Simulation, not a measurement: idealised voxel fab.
process module | voxel quadruple lines
cross-section cut | 285 nm wide | cells 5 nm
A cross-section is a grid of square cells, given in bands from the top down. A band is one or more rows of cells.
Each band's line starts with the height of the band's top and of its bottom, in nm. Then come its materials from left to right, each with its width in nm. One material with "throughout" fills the band from edge to edge. "air" is empty space.
Height 0 is the level under which the wafer as received is all one material. The lowest band goes on downwards, as in "0 down".
A width such as "30 to 40" changes by the same amount from each row of cells to the next, from the band's top row to its bottom row.
"no change" after a step means that no cell of the cross-section changed.
closed voids: empty space of 8 cells or more with no open way to the top, each as width x height at its distance from the left edge, in nm
after a step's settings: what the simulator itself notes on the step
overlay nm, on a step with a mask: how far to the right of its planned place the mask lay; to the left if negative
plan
1 op RECEIVE | material Si
2 op CONFORMAL_DEP | material SiO2 | thk nm 5
3 op DIRECTIONAL_DEP | material W | thk nm 10
4 op DIRECTIONAL_DEP | material polySi | thk nm 20
5 op DIRECTIONAL_DEP | material aC | thk nm 25
6 op PATTERN | tone cover | mask id MANDREL | material resist | width nm 20 | pitch nm 60 | thk nm 35 | overlay nm 0
7 op DIRECTIONAL_ETCH | etch materials aC | depth nm 25
8 op STRIP | etch materials resist
9 op CONFORMAL_DEP | material SiO2 | thk nm 10
10 op DIRECTIONAL_ETCH | etch materials SiO2 | depth nm 10
11 op STRIP | etch materials aC
12 op DIRECTIONAL_ETCH | etch materials polySi | depth nm 20
13 op STRIP | etch materials SiO2
14 op CONFORMAL_DEP | material SiCN | thk nm 5
15 op DIRECTIONAL_ETCH | etch materials SiCN | depth nm 5
16 op STRIP | etch materials polySi
17 op DIRECTIONAL_ETCH | etch materials W | depth nm 10
18 op STRIP | etch materials SiCN
first wafer, as planned
as received, after step 1
  0 down: Si throughout
  closed voids: none
after step 2
  5 to 0: SiO2 throughout
  below 0: unchanged
after step 3
  15 to 5: W throughout
  below 5: unchanged
after step 4
  35 to 15: polySi throughout
  below 15: unchanged
after step 5
  60 to 35: aC throughout
  below 35: unchanged
after step 6
  95 to 60: air 100 | resist 20 | air 40 | resist 20 | air 105
  below 60: unchanged
after step 7
  70 to 60: air 100 | resist 20 | air 40 | resist 20 | air 105
  60 to 35: air 100 | aC 20 | air 40 | aC 20 | air 105
  below 35: unchanged
after step 8
  60 to 35: air 100 | aC 20 | air 40 | aC 20 | air 105
  below 35: unchanged
after step 9
  70 to 60: air 90 | SiO2 40 | air 20 | SiO2 40 | air 95
  60 to 45: air 90 | SiO2 10 | aC 20 | SiO2 10 | air 20 | SiO2 10 | aC 20 | SiO2 10 | air 95
  45 to 35: SiO2 100 | aC 20 | SiO2 40 | aC 20 | SiO2 105
  below 35: unchanged
after step 10
  60 to 35: air 90 | SiO2 10 | aC 20 | SiO2 10 | air 20 | SiO2 10 | aC 20 | SiO2 10 | air 95
  below 35: unchanged
after step 11
  60 to 35: air 90 | SiO2 10 | air 20 | SiO2 10 | air 20 | SiO2 10 | air 20 | SiO2 10 | air 95
  below 35: unchanged
after step 12
  60 to 35: air 90 | SiO2 10 | air 20 | SiO2 10 | air 20 | SiO2 10 | air 20 | SiO2 10 | air 95
  35 to 15: air 90 | polySi 10 | air 20 | polySi 10 | air 20 | polySi 10 | air 20 | polySi 10 | air 95
  below 15: unchanged
after step 13
  35 to 15: air 90 | polySi 10 | air 20 | polySi 10 | air 20 | polySi 10 | air 20 | polySi 10 | air 95
  below 15: unchanged
after step 14
  40 to 35: air 85 | SiCN 20 | air 10 | SiCN 20 | air 10 | SiCN 20 | air 10 | SiCN 20 | air 90
  35 to 20: air 85 | SiCN 5 | polySi 10 | SiCN 5 | air 10 | SiCN 5 | polySi 10 | SiCN 5 | air 10 | SiCN 5 | polySi 10 | SiCN 5 | air 10 | SiCN 5 | polySi 10 | SiCN 5 | air 90
  20 to 15: SiCN 90 | polySi 10 | SiCN 20 | polySi 10 | SiCN 20 | polySi 10 | SiCN 20 | polySi 10 | SiCN 95
  below 15: unchanged
after step 15
  35 to 15: air 85 | SiCN 5 | polySi 10 | SiCN 5 | air 10 | SiCN 5 | polySi 10 | SiCN 5 | air 10 | SiCN 5 | polySi 10 | SiCN 5 | air 10 | SiCN 5 | polySi 10 | SiCN 5 | air 90
  below 15: unchanged
after step 16
  35 to 15: air 85 | SiCN 5 | air 10 | SiCN 5 | air 10 | SiCN 5 | air 10 | SiCN 5 | air 10 | SiCN 5 | air 10 | SiCN 5 | air 10 | SiCN 5 | air 10 | SiCN 5 | air 90
  below 15: unchanged
after step 17
  35 to 15: air 85 | SiCN 5 | air 10 | SiCN 5 | air 10 | SiCN 5 | air 10 | SiCN 5 | air 10 | SiCN 5 | air 10 | SiCN 5 | air 10 | SiCN 5 | air 10 | SiCN 5 | air 90
  15 to 5: air 85 | W 5 | air 10 | W 5 | air 10 | W 5 | air 10 | W 5 | air 10 | W 5 | air 10 | W 5 | air 10 | W 5 | air 10 | W 5 | air 90
  below 5: unchanged
after step 18
  15 to 5: air 85 | W 5 | air 10 | W 5 | air 10 | W 5 | air 10 | W 5 | air 10 | W 5 | air 10 | W 5 | air 10 | W 5 | air 10 | W 5 | air 90
  below 5: unchanged
second wafer: like start, like plan, one mistake. Through step 1 it matches the first wafer
when step 2 should have ended: no change
when step 3 should have ended
  10 to 0: W throughout
  below 0: unchanged
when step 4 should have ended
  30 to 10: polySi throughout
  below 10: unchanged
when step 5 should have ended
  55 to 30: aC throughout
  below 30: unchanged
when step 6 should have ended
  90 to 55: air 100 | resist 20 | air 40 | resist 20 | air 105
  below 55: unchanged
when step 7 should have ended
  65 to 55: air 100 | resist 20 | air 40 | resist 20 | air 105
  55 to 30: air 100 | aC 20 | air 40 | aC 20 | air 105
  below 30: unchanged
when step 8 should have ended
  55 to 30: air 100 | aC 20 | air 40 | aC 20 | air 105
  below 30: unchanged
when step 9 should have ended
  65 to 55: air 90 | SiO2 40 | air 20 | SiO2 40 | air 95
  55 to 40: air 90 | SiO2 10 | aC 20 | SiO2 10 | air 20 | SiO2 10 | aC 20 | SiO2 10 | air 95
  40 to 30: SiO2 100 | aC 20 | SiO2 40 | aC 20 | SiO2 105
  below 30: unchanged
when step 10 should have ended
  55 to 30: air 90 | SiO2 10 | aC 20 | SiO2 10 | air 20 | SiO2 10 | aC 20 | SiO2 10 | air 95
  below 30: unchanged
when step 11 should have ended
  55 to 30: air 90 | SiO2 10 | air 20 | SiO2 10 | air 20 | SiO2 10 | air 20 | SiO2 10 | air 95
  below 30: unchanged
when step 12 should have ended
  55 to 30: air 90 | SiO2 10 | air 20 | SiO2 10 | air 20 | SiO2 10 | air 20 | SiO2 10 | air 95
  30 to 10: air 90 | polySi 10 | air 20 | polySi 10 | air 20 | polySi 10 | air 20 | polySi 10 | air 95
  below 10: unchanged
when step 13 should have ended
  30 to 10: air 90 | polySi 10 | air 20 | polySi 10 | air 20 | polySi 10 | air 20 | polySi 10 | air 95
  below 10: unchanged
when step 14 should have ended
  35 to 30: air 85 | SiCN 20 | air 10 | SiCN 20 | air 10 | SiCN 20 | air 10 | SiCN 20 | air 90
  30 to 15: air 85 | SiCN 5 | polySi 10 | SiCN 5 | air 10 | SiCN 5 | polySi 10 | SiCN 5 | air 10 | SiCN 5 | polySi 10 | SiCN 5 | air 10 | SiCN 5 | polySi 10 | SiCN 5 | air 90
  15 to 10: SiCN 90 | polySi 10 | SiCN 20 | polySi 10 | SiCN 20 | polySi 10 | SiCN 20 | polySi 10 | SiCN 95
  below 10: unchanged
when step 15 should have ended
  30 to 10: air 85 | SiCN 5 | polySi 10 | SiCN 5 | air 10 | SiCN 5 | polySi 10 | SiCN 5 | air 10 | SiCN 5 | polySi 10 | SiCN 5 | air 10 | SiCN 5 | polySi 10 | SiCN 5 | air 90
  below 10: unchanged
when step 16 should have ended
  30 to 10: air 85 | SiCN 5 | air 10 | SiCN 5 | air 10 | SiCN 5 | air 10 | SiCN 5 | air 10 | SiCN 5 | air 10 | SiCN 5 | air 10 | SiCN 5 | air 10 | SiCN 5 | air 90
  below 10: unchanged
when step 17 should have ended
  30 to 10: air 85 | SiCN 5 | air 10 | SiCN 5 | air 10 | SiCN 5 | air 10 | SiCN 5 | air 10 | SiCN 5 | air 10 | SiCN 5 | air 10 | SiCN 5 | air 10 | SiCN 5 | air 90
  10 to 0: air 85 | W 5 | air 10 | W 5 | air 10 | W 5 | air 10 | W 5 | air 10 | W 5 | air 10 | W 5 | air 10 | W 5 | air 10 | W 5 | air 90
  below 0: unchanged
when step 18 should have ended
  10 to 0: air 85 | W 5 | air 10 | W 5 | air 10 | W 5 | air 10 | W 5 | air 10 | W 5 | air 10 | W 5 | air 10 | W 5 | air 10 | W 5 | air 90
  below 0: unchanged
what went wrong: step 2 was left out
at the end the second wafer has, in cells: 57 fewer of SiO2
